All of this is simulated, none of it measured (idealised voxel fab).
Module name: voxel self aligned contacts (process module)
260 nm wide, 5 nm square cells: that's cross-section cut.
How to read a cross-section here: the picture is a grid of square cells, written as bands going from the top down, and any band can span one or more rows of cells. Basically the band line says how high the top is and how high the bottom is, in nm, and then what's in it from left to right, every material with its width in nm. Empty space shows up as "empty", and if a single material carries "edge to edge" it runs the full band edge to edge. Zero point of the height axis is 0; under it, received wafer = one material. Lowest band: continues down indefinitely, "0 and below". Per-row width for "30->40": begins at first number (top row of band), ends at second number (bottom row), increment between rows held constant. For the purposes of this document, the phrase "no modifications" attached to a step denotes that no cell within the cross-section was modified by that step. Any empty space of 8 cells or more lacking an open way to the top shows up in "Enclosed cavity list" as width x height at distance, distance from the left edge, in nm. Read whatever lies past the settings on a step's line as the simulator's own remark about the step. overlay nm: step with mask; distance mask lay right of planned place; negative value = left of planned place. Reading key. Pairs: pre-step and post-step cross-section, one process step apart; post-step view only to lowest changed band. Step between + settings: beneath pair. Runs: pairs may be from different runs of this module, same starting wafer. Continuation from pair above: only where "Before processing step" entry says.

-- Before processing step
  70 down to 45: empty (65), then SiN (50), then empty (25), then SiN (50), then empty (70)
  45 down to 35: empty (55), then SiN (60), then empty (15), then SiN (60), then empty (70)
  35 down to 15: empty (55), then SiN (10), then polySi (40), then SiN (10), then empty (15), then SiN (10), then polySi (40), then SiN (10), then empty (70)
  15 down to 5: SiN (65), then polySi (40), then SiN (35), then polySi (40), then SiN (80)
  5 down to 0: SiO2 edge to edge
  0 and below: Si edge to edge
  Enclosed cavity list: none

-- Cross-Section After Step
  60 down to 35: empty (65), then SiN (50), then empty (25), then SiN (50), then empty (70)
  35 down to 5: empty (55), then SiN (10), then polySi (40), then SiN (10), then empty (15), then SiN (10), then polySi (40), then SiN (10), then empty (70)
  Lower than 5, everything is as it was.
  Enclosed cavity list: none
The step carried out between the cross-section before it and the cross-section after it, both shown above, is DIRECTIONAL_ETCH: etch materials SiN, depth nm 10

Before processing step: starting point is the after cross-section of the pair just above.

-- Cross-Section After Step
  75 down to 60: SiO2 edge to edge
  60 down to 35: SiO2 (65), then SiN (50), then SiO2 (25), then SiN (50), then SiO2 (70)
  35 down to 5: SiO2 (55), then SiN (10), then polySi (40), then SiN (10), then SiO2 (15), then SiN (10), then polySi (40), then SiN (10), then SiO2 (70)
  Lower than 5, everything is as it was.
  Enclosed cavity list: none
The step carried out between the cross-section before it and the cross-section after it, both shown above, is FILL_DEP: material SiO2, thk nm 15

Before processing step: starting point is the after cross-section of the pair just above.

-- Cross-Section After Step
  65 down to 60: SiO2 edge to edge
  Lower than 60, everything is as it was.
  Enclosed cavity list: none
The step carried out between the cross-section before it and the cross-section after it, both shown above, is CMP: height nm 65

Before processing step: starting point is the after cross-section of the pair just above.

-- Cross-Section After Step
  65 down to 60: SiO2 (100), then empty (55), then SiO2 (105)
  60 down to 35: SiO2 (65), then SiN (50), then empty (25), then SiN (50), then SiO2 (70)
  35 down to 5: SiO2 (55), then SiN (10), then polySi (40), then SiN (10), then empty (15), then SiN (10), then polySi (40), then SiN (10), then SiO2 (70)
  5 down to 0: SiO2 (115), then empty (15), then SiO2 (130)
  Lower than 0, everything is as it was.
  Enclosed cavity list: none
The step carried out between the cross-section before it and the cross-section after it, both shown above, is MASKED_ETCH: tone open, mask id CONTACT, width nm 55, etch materials SiO2, depth nm 65, overlay nm 0

Before processing step: starting point is the after cross-section of the pair just above.

-- Cross-Section After Step
  70 down to 65: TiN (105), then empty (45), then TiN (110)
  65 down to 60: SiO2 (100), then TiN (20), then empty (15), then TiN (20), then SiO2 (105)
  60 down to 40: SiO2 (65), then SiN (50), then TiN (5), then empty (15), then TiN (5), then SiN (50), then SiO2 (70)
  40 down to 35: SiO2 (65), then SiN (50), then TiN (5), then empty (5), then TiN (15), then SiN (50), then SiO2 (70)
  35 down to 5: SiO2 (55), then SiN (10), then polySi (40), then SiN (10), then TiN (5), then empty (5), then TiN (5), then SiN (10), then polySi (40), then SiN (10), then SiO2 (70)
  5 down to 0: SiO2 (115), then TiN (15), then SiO2 (130)
  Lower than 0, everything is as it was.
  Enclosed cavity list: none
The step carried out between the cross-section before it and the cross-section after it, both shown above, is CONFORMAL_DEP: material TiN, thk nm 5

Before processing step: starting point is the after cross-section of the pair just above.

-- Cross-Section After Step
  75 down to 70: W edge to edge
  70 down to 65: TiN (105), then W (45), then TiN (110)
  65 down to 60: SiO2 (100), then TiN (20), then W (15), then TiN (20), then SiO2 (105)
  60 down to 40: SiO2 (65), then SiN (50), then TiN (5), then W (15), then TiN (5), then SiN (50), then SiO2 (70)
  40 down to 35: SiO2 (65), then SiN (50), then TiN (5), then W (5), then TiN (15), then SiN (50), then SiO2 (70)
  35 down to 5: SiO2 (55), then SiN (10), then polySi (40), then SiN (10), then TiN (5), then W (5), then TiN (5), then SiN (10), then polySi (40), then SiN (10), then SiO2 (70)
  Lower than 5, everything is as it was.
  Enclosed cavity list: none
The step carried out between the cross-section before it and the cross-section after it, both shown above, is FILL_DEP: material W, thk nm 5

Before processing step: starting point is the after cross-section of the pair just above.

-- Cross-Section After Step
  65 down to 60: SiO2 (100), then TiN (20), then W (15), then TiN (20), then SiO2 (105)
  Lower than 60, everything is as it was.
  Enclosed cavity list: none
The step carried out between the cross-section before it and the cross-section after it, both shown above, is CMP: height nm 65

Before processing step: starting point is the after cross-section of the pair just above.

-- Cross-Section After Step
  70 down to 65: SiN edge to edge
  Lower than 65, everything is as it was.
  Enclosed cavity list: none
The step carried out between the cross-section before it and the cross-section after it, both shown above, is CONFORMAL_DEP: material SiN, thk nm 5

-- Before processing step
  5 down to 0: SiO2 edge to edge
  0 and below: Si edge to edge
  Enclosed cavity list: none

-- Cross-Section After Step
  35 down to 5: W edge to edge
  Lower than 5, everything is as it was.
  Enclosed cavity list: none
The step carried out between the cross-section before it and the cross-section after it, both shown above, is DIRECTIONAL_DEP: material W, thk nm 30

Before processing step: starting point is the after cross-section of the pair just above.

-- Cross-Section After Step
  60 down to 35: SiN edge to edge
  Lower than 35, everything is as it was.
  Enclosed cavity list: none
The step carried out between the cross-section before it and the cross-section after it, both shown above, is DIRECTIONAL_DEP: material SiN, thk nm 25

Before processing step: starting point is the after cross-section of the pair just above.

-- Cross-Section After Step
  60 down to 35: empty (75), then SiN (30), then empty (45), then SiN (30), then empty (80)
  Lower than 35, everything is as it was.
  Enclosed cavity list: none
The step carried out between the cross-section before it and the cross-section after it, both shown above, is MASKED_ETCH: tone cover, mask id GATE, width nm 30, pitch nm 75, etch materials SiN, depth nm 25, overlay nm 0

Before processing step: starting point is the after cross-section of the pair just above.

-- Cross-Section After Step
  70 down to 45: empty (65), then SiN (50), then empty (25), then SiN (50), then empty (70)
  45 down to 35: SiN edge to edge
  Lower than 35, everything is as it was.
  Enclosed cavity list: none
The step carried out between the cross-section before it and the cross-section after it, both shown above, is CONFORMAL_DEP: material SiN, thk nm 10

Before processing step: starting point is the after cross-section of the pair just above.

-- Cross-Section After Step
  60 down to 35: empty (65), then SiN (50), then empty (25), then SiN (50), then empty (70)
  Lower than 35, everything is as it was.
  Enclosed cavity list: none
The step carried out between the cross-section before it and the cross-section after it, both shown above, is DIRECTIONAL_ETCH: etch materials SiN, depth nm 10

Before processing step: starting point is the after cross-section of the pair just above.

-- Cross-Section After Step
  75 down to 60: SiO2 edge to edge
  60 down to 35: SiO2 (65), then SiN (50), then SiO2 (25), then SiN (50), then SiO2 (70)
  Lower than 35, everything is as it was.
  Enclosed cavity list: none
The step carried out between the cross-section before it and the cross-section after it, both shown above, is FILL_DEP: material SiO2, thk nm 15

Before processing step: starting point is the after cross-section of the pair just above.

-- Cross-Section After Step
  65 down to 60: SiO2 edge to edge
  Lower than 60, everything is as it was.
  Enclosed cavity list: none
The step carried out between the cross-section before it and the cross-section after it, both shown above, is CMP: height nm 65

Before processing step: starting point is the after cross-section of the pair just above.

-- Cross-Section After Step
  65 down to 60: SiO2 (100), then empty (55), then SiO2 (105)
  60 down to 35: SiO2 (65), then SiN (50), then empty (25), then SiN (50), then SiO2 (70)
  Lower than 35, everything is as it was.
  Enclosed cavity list: none
The step carried out between the cross-section before it and the cross-section after it, both shown above, is MASKED_ETCH: tone open, mask id CONTACT, width nm 55, etch materials SiO2, depth nm 65, overlay nm 0

Before processing step: starting point is the after cross-section of the pair just above.

-- Cross-Section After Step
  70 down to 65: TiN (105), then empty (45), then TiN (110)
  65 down to 60: SiO2 (100), then TiN (20), then empty (15), then TiN (20), then SiO2 (105)
  60 down to 40: SiO2 (65), then SiN (50), then TiN (5), then empty (15), then TiN (5), then SiN (50), then SiO2 (70)
  40 down to 35: SiO2 (65), then SiN (50), then TiN (25), then SiN (50), then SiO2 (70)
  Lower than 35, everything is as it was.
  Enclosed cavity list: none
The step carried out between the cross-section before it and the cross-section after it, both shown above, is CONFORMAL_DEP: material TiN, thk nm 5

Before processing step: starting point is the after cross-section of the pair just above.

-- Cross-Section After Step
  75 down to 70: W edge to edge
  70 down to 65: TiN (105), then W (45), then TiN (110)
  65 down to 60: SiO2 (100), then TiN (20), then W (15), then TiN (20), then SiO2 (105)
  60 down to 40: SiO2 (65), then SiN (50), then TiN (5), then W (15), then TiN (5), then SiN (50), then SiO2 (70)
  Lower than 40, everything is as it was.
  Enclosed cavity list: none
The step carried out between the cross-section before it and the cross-section after it, both shown above, is FILL_DEP: material W, thk nm 5

Before processing step: starting point is the after cross-section of the pair just above.

-- Cross-Section After Step
  65 down to 60: SiO2 (100), then TiN (20), then W (15), then TiN (20), then SiO2 (105)
  Lower than 60, everything is as it was.
  Enclosed cavity list: none
The step carried out between the cross-section before it and the cross-section after it, both shown above, is CMP: height nm 65

Before processing step: starting point is the after cross-section of the pair just above.

-- Cross-Section After Step
  70 down to 65: SiN edge to edge
  Lower than 65, everything is as it was.
  Enclosed cavity list: none
The step carried out between the cross-section before it and the cross-section after it, both shown above, is CONFORMAL_DEP: material SiN, thk nm 5

-- Before processing step
  60 down to 35: SiN edge to edge
  35 down to 5: polySi edge to edge
  5 down to 0: SiO2 edge to edge
  0 and below: Si edge to edge
  Enclosed cavity list: none

-- Cross-Section After Step
  60 down to 35: SiN (75), then empty (30), then SiN (45), then empty (30), then SiN (80)
  Lower than 35, everything is as it was.
  Enclosed cavity list: none
The step carried out between the cross-section before it and the cross-section after it, both shown above, is MASKED_ETCH: tone open, mask id GATE, width nm 30, pitch nm 75, etch materials SiN, depth nm 25, overlay nm 0

Before processing step: starting point is the after cross-section of the pair just above.

-- Cross-Section After Step
  70 down to 45: SiN (85), then empty (10), then SiN (65), then empty (10), then SiN (90)
  45 down to 35: SiN edge to edge
  Lower than 35, everything is as it was.
  Enclosed cavity list: none
The step carried out between the cross-section before it and the cross-section after it, both shown above, is CONFORMAL_DEP: material SiN, thk nm 10

Before processing step: starting point is the after cross-section of the pair just above.

-- Cross-Section After Step
  60 down to 35: SiN (85), then empty (10), then SiN (65), then empty (10), then SiN (90)
  Lower than 35, everything is as it was.
  Enclosed cavity list: none
The step carried out between the cross-section before it and the cross-section after it, both shown above, is DIRECTIONAL_ETCH: etch materials SiN, depth nm 10

Before processing step: starting point is the after cross-section of the pair just above.

-- Cross-Section After Step
  75 down to 60: SiO2 edge to edge
  60 down to 35: SiN (85), then SiO2 (10), then SiN (65), then SiO2 (10), then SiN (90)
  Lower than 35, everything is as it was.
  Enclosed cavity list: none
The step carried out between the cross-section before it and the cross-section after it, both shown above, is FILL_DEP: material SiO2, thk nm 15

Before processing step: starting point is the after cross-section of the pair just above.

-- Cross-Section After Step
  65 down to 60: SiO2 edge to edge
  Lower than 60, everything is as it was.
  Enclosed cavity list: none
The step carried out between the cross-section before it and the cross-section after it, both shown above, is CMP: height nm 65

Before processing step: starting point is the after cross-section of the pair just above.

-- Cross-Section After Step
  65 down to 60: SiO2 (100), then empty (55), then SiO2 (105)
  Lower than 60, everything is as it was.
  Enclosed cavity list: none
The step carried out between the cross-section before it and the cross-section after it, both shown above, is MASKED_ETCH: tone open, mask id CONTACT, width nm 55, etch materials SiO2, depth nm 65, overlay nm 0

Before processing step: starting point is the after cross-section of the pair just above.

-- Cross-Section After Step
  70 down to 65: TiN (105), then empty (45), then TiN (110)
  65 down to 60: SiO2 (100), then TiN (55), then SiO2 (105)
  Lower than 60, everything is as it was.
  Enclosed cavity list: none
The step carried out between the cross-section before it and the cross-section after it, both shown above, is CONFORMAL_DEP: material TiN, thk nm 5

Before processing step: starting point is the after cross-section of the pair just above.

-- Cross-Section After Step
  75 down to 70: W edge to edge
  70 down to 65: TiN (105), then W (45), then TiN (110)
  Lower than 65, everything is as it was.
  Enclosed cavity list: none
The step carried out between the cross-section before it and the cross-section after it, both shown above, is FILL_DEP: material W, thk nm 5

Before processing step: starting point is the after cross-section of the pair just above.

-- Cross-Section After Step
  65 down to 60: SiO2 (100), then TiN (55), then SiO2 (105)
  Lower than 60, everything is as it was.
  Enclosed cavity list: none
The step carried out between the cross-section before it and the cross-section after it, both shown above, is CMP: height nm 65

Before processing step: starting point is the after cross-section of the pair just above.

-- Cross-Section After Step
  70 down to 65: SiN edge to edge
  Lower than 65, everything is as it was.
  Enclosed cavity list: none
The step carried out between the cross-section before it and the cross-section after it, both shown above, is CONFORMAL_DEP: material SiN, thk nm 5
